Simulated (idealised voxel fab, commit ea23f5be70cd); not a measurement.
Process module under the name voxel air gaps
cross-section cut | 255 nm wide | cells 5 nm
Cross-section format: a grid of square cells, given as bands from top to bottom; each band is one or more rows of cells. Heads up on the band format: heights come first, top then bottom, in nm. After that it's the materials left to right, each with its width in nm. A single material flagged "all across" fills the whole band edge to edge, and "empty" means there's empty space there. Below 0: as-received wafer, all one material; heights counted from there. Lowest band: no bottom, goes on down, written "z 0 and below". Read "30..40" as a graded width: first number on top, second number at the bottom, same change between each pair of neighbouring rows. For the purposes of this document, the phrase "changes: none" attached to a step denotes that no cell within the cross-section was modified by that step. Under "Sealed cavities" you'll find the enclosed gaps, the ones with no way out to the top, that are 8 cells or bigger; each reads width x height at distance, with distance counted from the left edge, everything in nm. after a step's settings: what the simulator itself notes on the step. Each step line may optionally specify "overlay nm", which for a step with a mask gives the rightward distance between the mask's planned place and where it lay, a negative value indicating the leftward direction.

## Here's what the planned process steps look like
- 1: RECEIVE: material Si
- 2: CONFORMAL_DEP: material SiO2, thk nm 15
- 3: CONFORMAL_DEP: material SiN, thk nm 5
- 4: DIRECTIONAL_DEP: material SiO2, thk nm 35
- 5: MASKED_ETCH: tone open, mask id LINES, width nm 15, pitch nm 45, etch materials SiO2, depth nm 35, overlay nm 0
- 6: CONFORMAL_DEP: material TiN, thk nm 5
- 7: FILL_DEP: material W, thk nm 10
- 8: CMP: height nm 55
- 9: EPI: material Ru, thk nm 10
- 10: SELECTIVE_ETCH: etch materials SiO2, depth nm 45
- 11: CONFORMAL_DEP: material SiN, thk nm 5

## Cross-section of the wafer as it came to us, i.e., already through step 1
- z 0 and below | Si all across
- Sealed cavities: none

## The cross-section shown corresponds to the wafer at the conclusion of the module. The initial structure and the process plan are those presented above; however, one mistake occurred in executing the plan
- z 70 to 65 | empty (45) | SiN (180) | empty (30)
- z 65 to 55 | empty (45) | SiN (5) | Ru (35) | SiN (10) | Ru (35) | SiN (10) | Ru (35) | SiN (10) | Ru (35) | SiN (5) | empty (30)
- z 55 to 50 | empty (45) | SiN (15) | TiN (5) | W (5) | TiN (5) | SiN (30) | TiN (5) | W (5) | TiN (5) | SiN (30) | TiN (5) | W (5) | TiN (5) | SiN (30) | TiN (5) | W (5) | TiN (5) | SiN (15) | empty (30)
- z 50 to 25 | empty (55) | SiN (5) | TiN (5) | W (5) | TiN (5) | SiN (5) | empty (20) | SiN (5) | TiN (5) | W (5) | TiN (5) | SiN (5) | empty (20) | SiN (5) | TiN (5) | W (5) | TiN (5) | SiN (5) | empty (20) | SiN (5) | TiN (5) | W (5) | TiN (5) | SiN (5) | empty (40)
- z 25 to 20 | SiN (60) | TiN (15) | SiN (30) | TiN (15) | SiN (30) | TiN (15) | SiN (30) | TiN (15) | SiN (45)
- z 20 to 15 | SiN all across
- z 15 to 0 | SiO2 all across
- z 0 and below | Si all across
- Sealed cavities: 20 x 25 at 80; 20 x 25 at 125; 20 x 25 at 170
Want to know what went wrong? planned and actual differ for step 5; actual: MASKED_ETCH: tone open, mask id LINES, width nm 15, pitch nm 45, etch materials SiO2, depth nm 35, overlay nm 10
